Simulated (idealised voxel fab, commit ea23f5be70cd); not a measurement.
Process module under the name voxel lift off
Displayed cross-section: cut, width of 270 nm, square cells sized 5 nm.
When this document writes out a cross-section, it uses a grid of square cells and lists it as bands, beginning at the top and moving down, with a band standing for one or more rows of cells. First you get the band's top height and its bottom height, in nm, and then the materials it's made of, left to right, with each width in nm. If you see a single material with "throughout", that one covers the band edge to edge. "blank" is empty space. Measure heights from 0. That's the level where, below it, the as-received wafer is all one material. The lowest band is bottomless and extends downward; write it as in "from 0 down". Top row gets the first number, bottom row gets the second, and each row in between changes by the same step: that is how a band width like "30->40" works. Any step labelled "nothing different" changed none of the cells in the cross-section. Closed-off voids of 8+ cells (no open route to the top) go in "Closed void list", written width x height at distance from the left edge, in nm. Heads up: the bit after the settings on a step's line is the simulator's remark on that step. What "overlay nm" on a step's line means: if the step has a mask, that mask lay this far to the right of its planned place, or, when the value is negative, to the left.
**Planned step list for the process**
1) RECEIVE, material Si
2) CONFORMAL_DEP, material SiO2, thk nm 5
3) PATTERN, tone open, mask id LINES, material resist, width nm 15, pitch nm 45, thk nm 30, overlay nm 0
4) DIRECTIONAL_DEP, material Ru, thk nm 15
5) STRIP, etch materials resist
6) CONFORMAL_DEP, material SiCN, thk nm 5
**This is the cross-section of the wafer as we received it, i.e. after step 1**
- from 0 down  Si throughout
- Closed void list: none
**Wafer cross-section at end of module: start and plan as shown above, one execution error**
- from 25 to 20  blank 70, SiCN 35, blank 10, SiCN 35, blank 10, SiCN 35, blank 75
- from 20 to 10  blank 70, SiCN 5, Ru 25, SiCN 5, blank 10, SiCN 5, Ru 25, SiCN 5, blank 10, SiCN 5, Ru 25, SiCN 5, blank 75
- from 10 to 5  SiCN 75, Ru 25, SiCN 20, Ru 25, SiCN 20, Ru 25, SiCN 80
- from 5 to 0  SiO2 throughout
- from 0 down  Si throughout
- Closed void list: none
What was done differently from what was planned? step 3 ran with different settings than intended, the actual operation and settings being PATTERN, tone open, mask id LINES, material resist, width nm 25, pitch nm 45, thk nm 30, overlay nm 0
